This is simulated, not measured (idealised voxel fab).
Proc. module: voxel released beams
Square cell edge 5 nm, section width 285 nm, ID cut.
Cross-section spec: square-cell grid; bands listed top down; each band is one or more rows.
In this notation a band is specified by the heights of its top and bottom, in that order and in nm, after which its materials appear from left to right, each paired with its width in nm. The word "everywhere" attached to a single material means that material fills the band from edge to edge; the word "blank" stands for empty space.
Measure heights from 0. That's the level where, below it, the as-received wafer is all one material. The lowest band is bottomless and extends downward; write it as in "0 and below".
The two numbers in a width such as "30->40" mark its ends across the band: the first belongs to the top row of cells, the second to the bottom row, and from each row to the next the width moves by the same amount.
"nothing was modified" -> step changed no cross-section cell.
In "Closed void register" the enclosed voids are listed, meaning empty spaces of 8 cells or larger without any opening to the top. The form is width x height at distance, distance from the left edge, units nm.
Text after the settings on a step's line: the simulator's own remark on that step.
A step's line can hold "overlay nm"; with a mask on that step, the setting says how far right of the planned place the mask lay, while a negative setting says it lay to the left.
The process steps that were planned are listed below
step 1: RECEIVE: material Si
step 2: CONFORMAL_DEP: material SiN, thk nm 5
step 3: DIRECTIONAL_DEP: material SiO2, thk nm 20
step 4: MASKED_ETCH: tone open, mask id ANCHOR, width nm 45, etch materials SiO2, depth nm 20, overlay nm 0
step 5: CONFORMAL_DEP: material polySi, thk nm 15
step 6: DIRECTIONAL_DEP: material aC, thk nm 10
step 7: PATTERN: tone cover, mask id BEAM, material resist, width nm 95, thk nm 30, overlay nm 0
step 8: DIRECTIONAL_ETCH: etch materials aC, depth nm 10
step 9: STRIP: etch materials resist
step 10: DIRECTIONAL_ETCH: etch materials polySi, depth nm 15
step 11: STRIP: etch materials aC
step 12: STRIP: etch materials SiO2
The first of the two wafers, which ran as planned
as received, after step 1
    0 and below  Si everywhere
    Closed void register: none
Step 2 complete: cross-section through the wafer
    5 down to 0  SiN everywhere
    Everything under 0 stays put, no change at all.
Step 3 complete: cross-section through the wafer
    25 down to 5  SiO2 everywhere
    Everything under 5 stays put, no change at all.
Step 4 complete: cross-section through the wafer
    25 down to 5  95 SiO2, then 45 blank, then 145 SiO2
    Everything under 5 stays put, no change at all.
Step 5 complete: cross-section through the wafer
    40 down to 25  110 polySi, then 15 blank, then 160 polySi
    25 down to 20  95 SiO2, then 15 polySi, then 15 blank, then 15 polySi, then 145 SiO2
    20 down to 5  95 SiO2, then 45 polySi, then 145 SiO2
    Everything under 5 stays put, no change at all.
Step 6 complete: cross-section through the wafer
    50 down to 40  110 aC, then 15 blank, then 160 aC
    40 down to 30  110 polySi, then 15 blank, then 160 polySi
    30 down to 25  110 polySi, then 15 aC, then 160 polySi
    25 down to 20  95 SiO2, then 15 polySi, then 15 aC, then 15 polySi, then 145 SiO2
    Everything under 20 stays put, no change at all.
Step 7 complete: cross-section through the wafer
    80 down to 50  90 blank, then 95 resist, then 100 blank
    50 down to 40  110 aC, then 15 resist, then 160 aC
    40 down to 30  110 polySi, then 15 resist, then 160 polySi
    Everything under 30 stays put, no change at all.
Step 8 complete: cross-section through the wafer
    70 down to 50  90 blank, then 95 resist, then 100 blank
    50 down to 40  90 blank, then 20 aC, then 15 resist, then 60 aC, then 100 blank
    Everything under 40 stays put, no change at all.
Step 9 complete: cross-section through the wafer
    50 down to 40  90 blank, then 20 aC, then 15 blank, then 60 aC, then 100 blank
    40 down to 30  110 polySi, then 15 blank, then 160 polySi
    Everything under 30 stays put, no change at all.
Step 10 complete: cross-section through the wafer
    50 down to 40  90 blank, then 20 aC, then 15 blank, then 60 aC, then 100 blank
    40 down to 30  90 blank, then 20 polySi, then 15 blank, then 60 polySi, then 100 blank
    30 down to 25  90 blank, then 20 polySi, then 15 aC, then 60 polySi, then 100 blank
    Everything under 25 stays put, no change at all.
Step 11 complete: cross-section through the wafer
    40 down to 25  90 blank, then 20 polySi, then 15 blank, then 60 polySi, then 100 blank
    25 down to 20  95 SiO2, then 15 polySi, then 15 blank, then 15 polySi, then 145 SiO2
    Everything under 20 stays put, no change at all.
Step 12 complete: cross-section through the wafer
    40 down to 25  90 blank, then 20 polySi, then 15 blank, then 60 polySi, then 100 blank
    25 down to 20  95 blank, then 15 polySi, then 15 blank, then 15 polySi, then 145 blank
    20 down to 5  95 blank, then 45 polySi, then 145 blank
    Everything under 5 stays put, no change at all.
Second Wafer (Identical Start and Plan, One Processing Error; Matches First Wafer Through Step 3)
Planned end of step 4: second wafer, cross-section
    25 down to 5  95 blank, then 45 SiO2, then 145 blank
    Everything under 5 stays put, no change at all.
Planned end of step 5: second wafer, cross-section
    40 down to 25  80 blank, then 75 polySi, then 130 blank
    25 down to 20  80 blank, then 15 polySi, then 45 SiO2, then 15 polySi, then 130 blank
    20 down to 5  95 polySi, then 45 SiO2, then 145 polySi
    Everything under 5 stays put, no change at all.
Planned end of step 6: second wafer, cross-section
    50 down to 40  80 blank, then 75 aC, then 130 blank
    40 down to 30  80 blank, then 75 polySi, then 130 blank
    30 down to 25  80 aC, then 75 polySi, then 130 aC
    25 down to 20  80 aC, then 15 polySi, then 45 SiO2, then 15 polySi, then 130 aC
    Everything under 20 stays put, no change at all.
Planned end of step 7: second wafer, cross-section
    80 down to 50  90 blank, then 95 resist, then 100 blank
    50 down to 40  80 blank, then 75 aC, then 30 resist, then 100 blank
    40 down to 30  80 blank, then 75 polySi, then 30 resist, then 100 blank
    Everything under 30 stays put, no change at all.
Planned end of step 8: second wafer, cross-section
    70 down to 50  90 blank, then 95 resist, then 100 blank
    50 down to 40  90 blank, then 65 aC, then 30 resist, then 100 blank
    40 down to 30  80 blank, then 75 polySi, then 30 resist, then 100 blank
    30 down to 25  80 blank, then 75 polySi, then 30 aC, then 100 blank
    25 down to 20  80 blank, then 15 polySi, then 45 SiO2, then 15 polySi, then 30 aC, then 100 blank
    Everything under 20 stays put, no change at all.
Planned end of step 9: second wafer, cross-section
    50 down to 40  90 blank, then 65 aC, then 130 blank
    40 down to 30  80 blank, then 75 polySi, then 130 blank
    Everything under 30 stays put, no change at all.
Planned end of step 10: second wafer, cross-section
    50 down to 40  90 blank, then 65 aC, then 130 blank
    40 down to 30  90 blank, then 65 polySi, then 130 blank
    30 down to 25  90 blank, then 65 polySi, then 30 aC, then 100 blank
    25 down to 20  80 blank, then 15 polySi, then 45 SiO2, then 15 polySi, then 30 aC, then 100 blank
    20 down to 5  80 blank, then 15 polySi, then 45 SiO2, then 45 polySi, then 100 blank
    Everything under 5 stays put, no change at all.
Planned end of step 11: second wafer, cross-section
    40 down to 25  90 blank, then 65 polySi, then 130 blank
    25 down to 20  80 blank, then 15 polySi, then 45 SiO2, then 15 polySi, then 130 blank
    Everything under 20 stays put, no change at all.
Planned end of step 12: second wafer, cross-section: nothing was modified
The plan and the run diverged here: step 4 was not run as planned; what actually ran was MASKED_ETCH: tone cover, mask id ANCHOR, width nm 45, etch materials SiO2, depth nm 20, overlay nm 0
Bottom line after processing is that, in cells, the second wafer is up or down on some materials versus the first: 36 more of SiO2
